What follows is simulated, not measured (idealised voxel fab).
Presented below is a process module, voxel air gaps.
Cross-section cut: width 175 nm, square cells of 5 nm.
Just so we're on the same page, the cross-sections are grids of square cells, and they're listed out in bands top to bottom, each band one or more rows deep.
Heads up on the band format: heights come first, top then bottom, in nm. After that it's the materials left to right, each with its width in nm. A single material flagged "all across" fills the whole band edge to edge, and "empty" means there's empty space there.
The reference from which all heights are counted is 0, the level beneath which the as-received wafer is entirely one material; the lowest band, having no lower bound, proceeds downward and is written after the example "top 0, no bottom".
With a width like "30..40", each row of cells in the band differs from the next by the same amount, the top row carrying the first number and the bottom row the second.
It should be understood that the words "everything unchanged", when stated for a given step, signify that the cross-section underwent no change in any of its cells during that step.
Closed empty spaces (no open way to the top) of 8 cells or more are what "Closed void entries" lists, each as width x height at distance from the left edge, nm for all three.
Heads up: the bit after the settings on a step's line is the simulator's remark on that step.
"overlay nm" denotes, for a step that has a mask, the displacement of the mask to the right of its planned place, with negative values corresponding to the left.
## Process steps (planned)
step 1: RECEIVE | material Si
step 2: CONFORMAL_DEP | material SiO2 | thk nm 15
step 3: CONFORMAL_DEP | material SiN | thk nm 5
step 4: DIRECTIONAL_DEP | material SiO2 | thk nm 40
step 5: MASKED_ETCH | tone open | mask id LINES | width nm 25 | pitch nm 50 | etch materials SiO2 | depth nm 40 | overlay nm 0
step 6: CONFORMAL_DEP | material TiN | thk nm 5
step 7: FILL_DEP | material Cu | thk nm 10
step 8: CMP | height nm 60
step 9: EPI | material Ru | thk nm 10
step 10: SELECTIVE_ETCH | etch materials SiO2 | depth nm 50
step 11: CONFORMAL_DEP | material SiCN | thk nm 5
## So this is the incoming wafer in cross-section - it's already been through step 1
	top 0, no bottom = Si all across
	Closed void entries: none
## The first of two wafers, cross-sectioned at the end of the module, with the run proceeding as planned
	top 75, bottom 70 = 10 empty  155 SiCN  10 empty
	top 70, bottom 60 = 10 empty  5 SiCN  45 Ru  5 SiCN  45 Ru  5 SiCN  45 Ru  5 SiCN  10 empty
	top 60, bottom 55 = 10 empty  15 SiCN  5 TiN  15 Cu  5 TiN  25 SiCN  5 TiN  15 Cu  5 TiN  25 SiCN  5 TiN  15 Cu  5 TiN  15 SiCN  10 empty
	top 55, bottom 25 = 20 empty  5 SiCN  5 TiN  15 Cu  5 TiN  5 SiCN  15 empty  5 SiCN  5 TiN  15 Cu  5 TiN  5 SiCN  15 empty  5 SiCN  5 TiN  15 Cu  5 TiN  5 SiCN  20 empty
	top 25, bottom 20 = 25 SiCN  25 TiN  25 SiCN  25 TiN  25 SiCN  25 TiN  25 SiCN
	top 20, bottom 15 = SiN all across
	top 15, bottom 0 = SiO2 all across
	top 0, no bottom = Si all across
	Closed void entries: 15 x 30 at 55; 15 x 30 at 105
## Wafer two, sectioned after the module: the first wafer's start, the first wafer's plan, and one mistake in how it was run
	top 75, bottom 70 = 15 empty  150 SiCN  10 empty
	top 70, bottom 60 = 15 empty  5 SiCN  40 Ru  10 SiCN  40 Ru  10 SiCN  40 Ru  5 SiCN  10 empty
	top 60, bottom 55 = 15 empty  15 SiCN  5 TiN  10 Cu  5 TiN  30 SiCN  5 TiN  10 Cu  5 TiN  30 SiCN  5 TiN  10 Cu  5 TiN  15 SiCN  10 empty
	top 55, bottom 25 = 25 empty  5 SiCN  5 TiN  10 Cu  5 TiN  5 SiCN  20 empty  5 SiCN  5 TiN  10 Cu  5 TiN  5 SiCN  20 empty  5 SiCN  5 TiN  10 Cu  5 TiN  5 SiCN  20 empty
	top 25, bottom 20 = 30 SiCN  20 TiN  30 SiCN  20 TiN  30 SiCN  20 TiN  25 SiCN
	top 20, bottom 15 = SiN all across
	top 15, bottom 0 = SiO2 all across
	top 0, no bottom = Si all across
	Closed void entries: 20 x 30 at 55; 20 x 30 at 105
It is concluded that the wafer was processed incorrectly with respect to the plan, in that step 5 ran as: MASKED_ETCH | tone open | mask id LINES | width nm 20 | pitch nm 50 | etch materials SiO2 | depth nm 40 | overlay nm 0
at the end the second wafer has, in cells: Cu: 21 fewer | Ru: 6 fewer | SiCN: 8 more | TiN: 3 fewer
